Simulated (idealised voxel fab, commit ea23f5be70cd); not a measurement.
voxel lift off: a process module
295 nm wide, 5 nm square cells: that's cross-section cut.
Throughout this document, each cross-section is represented as a grid of square cells and is presented as a sequence of bands enumerated from the top downward, where a band comprises one or more rows of cells. Read a band's entry like this: the first values are the height of its top and the height of its bottom in nm, and what follows is the sequence of materials from left to right, each with its width in nm. Note that "blank" is empty space, and that a single material marked "edge to edge" reaches across the band from edge to edge. The reference from which all heights are counted is 0, the level beneath which the as-received wafer is entirely one material; the lowest band, having no lower bound, proceeds downward and is written after the example "0 nm and below". It should be noted that a width expressed as "30 to 40" varies in equal increments from row to row of cells within the band, taking the value of the first number at the top row and that of the second number at the bottom row. Basically "stayed the same" means that step didn't change any cell in the cross-section. If an empty space has no open way to the top and is at least 8 cells in size, "Enclosed empty spaces" lists it, written width x height at distance, where distance is measured from the left edge and every value is in nm. Formally, on a step line, whatever follows the settings is a remark that the simulator itself makes on the step. If you see "overlay nm" on a step's line and that step has a mask, it's telling you how far right of where it was planned the mask ended up; a negative number means it went left instead.

**Set out below are the planned steps of the process**
| 1 | op RECEIVE | material Si |
| 2 | op CONFORMAL_DEP | material SiO2 | thk nm 15 |
| 3 | op PATTERN | tone open | mask id LINES | material resist | width nm 20 | pitch nm 40 | thk nm 15 | overlay nm 0 |
| 4 | op DIRECTIONAL_DEP | material Ru | thk nm 5 |
| 5 | op STRIP | etch materials resist |
| 6 | op CONFORMAL_DEP | material SiCN | thk nm 5 |

**Wafer as received: cross-section following step 1**
  0 nm and below = Si edge to edge
  Enclosed empty spaces: none

**Here's the cross-section of the first of our two wafers at the end of the module - it ran as planned**
  25 nm to 20 nm = 110 blank / 30 SiCN / 10 blank / 30 SiCN / 115 blank
  20 nm to 15 nm = 115 SiCN / 20 Ru / 20 SiCN / 20 Ru / 120 SiCN
  15 nm to 0 nm = SiO2 edge to edge
  0 nm and below = Si edge to edge
  Enclosed empty spaces: none

**Here is the second of the two wafers cut open at the end of the module - same start, same plan as the first one, but we made one mistake running it**
  25 nm to 20 nm = 120 SiCN / 10 blank / 30 SiCN / 10 blank / 125 SiCN
  20 nm to 15 nm = 115 Ru / 20 SiCN / 20 Ru / 20 SiCN / 120 Ru
  15 nm to 0 nm = SiO2 edge to edge
  0 nm and below = Si edge to edge
  Enclosed empty spaces: none
Diagnosis: step 3 ran with different settings than intended, the actual operation and settings being op PATTERN | tone cover | mask id LINES | material resist | width nm 20 | pitch nm 40 | thk nm 15 | overlay nm 0
Final cells, second wafer relative to first, materials higher or lower: Ru: 43 more
